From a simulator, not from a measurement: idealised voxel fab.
Process module in this document: voxel self aligned vias
Pictured: cross-section cut, 285 nm wide, on a grid of 5 nm square cells.
Cross-sections here: square-cell grids, written as top-down lists of bands, a band being one or more rows of cells.
A band entry consists of two parts. The first gives the height of the band's top and the height of its bottom, in nm. The rest lists the band's materials from left to right, each with its width in nm. A single material labelled with the word "edge to edge" fills the band from edge to edge, and the word "empty" marks empty space.
Below 0: as-received wafer, all one material; heights counted from there. Lowest band: no bottom, goes on down, written "0 nm and below".
When a width is written as two numbers, as in "30 to 40", the first number is the width in the top row of cells of the band and the second is the width in its bottom row, and the width changes by the same amount from each row to the next.
A step reported as "no alterations made" is a step in which no cell of the cross-section changed.
Voids not open to the top, 8 cells minimum: see "Sealed void inventory". Written width x height at distance; distance is from the left edge; nm.
Note: text after step settings on the step line = simulator remark on that step.
The setting "overlay nm" may be written on the line of a step. When the step uses a mask, the value reports how far to the right of the planned place the mask lay, and a negative value reports that it lay to the left.

## Intended process steps
1 RECEIVE,material Si
2 CONFORMAL_DEP,material SiO2,thk nm 15
3 CONFORMAL_DEP,material SiCN,thk nm 5
4 DIRECTIONAL_DEP,material SiO2,thk nm 25
5 DIRECTIONAL_DEP,material aC,thk nm 10
6 PATTERN,tone open,mask id LINES,material resist,width nm 25,pitch nm 65,thk nm 25,overlay nm 0
7 DIRECTIONAL_ETCH,etch materials aC,depth nm 10
8 STRIP,etch materials resist
9 DIRECTIONAL_ETCH,etch materials SiO2,depth nm 25
10 STRIP,etch materials aC
11 CONFORMAL_DEP,material TiN,thk nm 5
12 FILL_DEP,material Ru,thk nm 5
13 CMP,height nm 45
14 SELECTIVE_ETCH,etch materials W Ru TiN,depth nm 10
15 FILL_DEP,material SiN,thk nm 10
16 CMP,height nm 45
17 DIRECTIONAL_DEP,material SiO2,thk nm 20
18 PATTERN,tone open,mask id VIAS,material resist,width nm 45,pitch nm 130,thk nm 15,overlay nm 0
19 DIRECTIONAL_ETCH,etch materials SiO2,depth nm 20
20 DIRECTIONAL_ETCH,etch materials SiN,depth nm 10
21 STRIP,etch materials resist
22 CONFORMAL_DEP,material TiN,thk nm 5
23 FILL_DEP,material Cu,thk nm 10
24 CMP,height nm 65
25 CONFORMAL_DEP,material SiCN,thk nm 5

## Wafer cross-section on receipt, i.e. after step 1
> 0 nm and below = Si edge to edge
> Sealed void inventory: none

## Wafer cross-section at end of module: start and plan as shown above, one execution error
> 70 nm to 65 nm = SiCN edge to edge
> 65 nm to 50 nm = 55 SiO2 | 5 TiN | 35 Cu | 5 TiN | 85 SiO2 | 5 TiN | 35 Cu | 5 TiN | 55 SiO2
> 50 nm to 45 nm = 55 SiO2 | 45 TiN | 85 SiO2 | 45 TiN | 55 SiO2
> 45 nm to 20 nm = Cu edge to edge
> 20 nm to 15 nm = SiCN edge to edge
> 15 nm to 0 nm = SiO2 edge to edge
> 0 nm and below = Si edge to edge
> Sealed void inventory: none
Run error: step 4 changed vs plan, executed as DIRECTIONAL_DEP,material Cu,thk nm 25
